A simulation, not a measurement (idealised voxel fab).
The following process module bears the name voxel gate over fins.
Cross-section cut spans 290 nm and uses square cells 5 nm in size.
Notation: cross-section as square-cell grid; stated in bands, top first, going down; one or more cell rows per band. Quick guide to a band line: top height, bottom height (nm) up front; then every material left to right with its width in nm. Only one material and it's marked "edge to edge"? Then it fills the band edge to edge. And "air" just means empty space. We count height from 0. Below that, the starting wafer is all one material. The lowest band never ends at the bottom but goes on down; see "0..down" for how that is written. The expression "30->40" gives the width at the extremes of the band, the first number at its top row of cells and the second at its bottom row, with the width changing by equal amounts from each row to the next in between. Where the words "nothing was modified" appear for a step, the cross-section shows no cell changed by that step; every cell remained as before. For the entry "Voids lacking openings", the listed items are empty spaces with no open way to the top whose size is 8 cells or more; each item follows the pattern width x height at distance, where distance is from the left edge and all three are in nm. Anything after a step's settings on that line? It's the simulator's own note about the step. "overlay nm", when on a step's line for a step with a mask, measures how far to the right of its planned place the mask lay; a negative measure means to the left.
[Steps planned for the process]
1,RECEIVE | material Si
2,CONFORMAL_DEP | material SiN | thk nm 10
3,DIRECTIONAL_DEP | material aC | thk nm 10
4,PATTERN | tone cover | mask id FINS | material resist | width nm 15 | pitch nm 45 | thk nm 30 | overlay nm 0
5,DIRECTIONAL_ETCH | etch materials aC | depth nm 10
6,STRIP | etch materials resist
7,DIRECTIONAL_ETCH | etch materials SiN | depth nm 10
8,DIRECTIONAL_ETCH | etch materials Si | depth nm 40
9,STRIP | etch materials aC
10,OXIDIZE | depth nm 5
11,FILL_DEP | material SiO2 | thk nm 5
12,CMP | height nm 10
13,SELECTIVE_ETCH | etch materials SiO2 | depth nm 25
14,STRIP | etch materials SiN
15,CONFORMAL_DEP | material HfO2 | thk nm 5
16,CONFORMAL_DEP | material TiN | thk nm 5
17,CONFORMAL_DEP | material TiAl | thk nm 5
18,CONFORMAL_DEP | material TiN | thk nm 5
19,FILL_DEP | material W | thk nm 10
20,CMP | height nm 25
21,CONFORMAL_DEP | material SiN | thk nm 5
[As received (post step 1): cross-section]
  0..down  Si edge to edge
  Voids lacking openings: none
[The cross-section shown corresponds to the wafer at the conclusion of the module. The initial structure and the process plan are those presented above; however, one mistake occurred in executing the plan]
  30..25  SiN edge to edge
  25..20  W edge to edge
  20..15  75 nm W, 140 nm TiN, 75 nm W
  15..10  75 nm W, 5 nm TiN, 40 nm TiAl, 5 nm TiN, 40 nm TiAl, 5 nm TiN, 40 nm TiAl, 5 nm TiN, 75 nm W
  10..5  75 nm W, 5 nm TiN, 5 nm TiAl, 30 nm TiN, 5 nm TiAl, 5 nm TiN, 5 nm TiAl, 30 nm TiN, 5 nm TiAl, 5 nm TiN, 5 nm TiAl, 30 nm TiN, 5 nm TiAl, 5 nm TiN, 75 nm W
  5..0  80 nm TiN, 5 nm TiAl, 5 nm TiN, 20 nm HfO2, 5 nm TiN, 5 nm TiAl, 5 nm TiN, 5 nm TiAl, 5 nm TiN, 20 nm HfO2, 5 nm TiN, 5 nm TiAl, 5 nm TiN, 5 nm TiAl, 5 nm TiN, 20 nm HfO2, 5 nm TiN, 5 nm TiAl, 80 nm TiN
  0..-5  85 nm TiAl, 5 nm TiN, 5 nm HfO2, 10 nm Si, 5 nm HfO2, 5 nm TiN, 15 nm TiAl, 5 nm TiN, 5 nm HfO2, 10 nm Si, 5 nm HfO2, 5 nm TiN, 15 nm TiAl, 5 nm TiN, 5 nm HfO2, 10 nm Si, 5 nm HfO2, 5 nm TiN, 85 nm TiAl
  -5..-10  90 nm TiN, 5 nm HfO2, 10 nm Si, 5 nm HfO2, 25 nm TiN, 5 nm HfO2, 10 nm Si, 5 nm HfO2, 25 nm TiN, 5 nm HfO2, 10 nm Si, 5 nm HfO2, 90 nm TiN
  -10..-15  95 nm HfO2, 10 nm Si, 35 nm HfO2, 10 nm Si, 35 nm HfO2, 10 nm Si, 95 nm HfO2
  -15..-45  95 nm SiO2, 10 nm Si, 35 nm SiO2, 10 nm Si, 35 nm SiO2, 10 nm Si, 95 nm SiO2
  -45..down  Si edge to edge
  Voids lacking openings: none
What was the processing mistake? off-plan run, step 4, actual operation and settings PATTERN | tone cover | mask id FINS | material resist | width nm 20 | pitch nm 45 | thk nm 30 | overlay nm 0
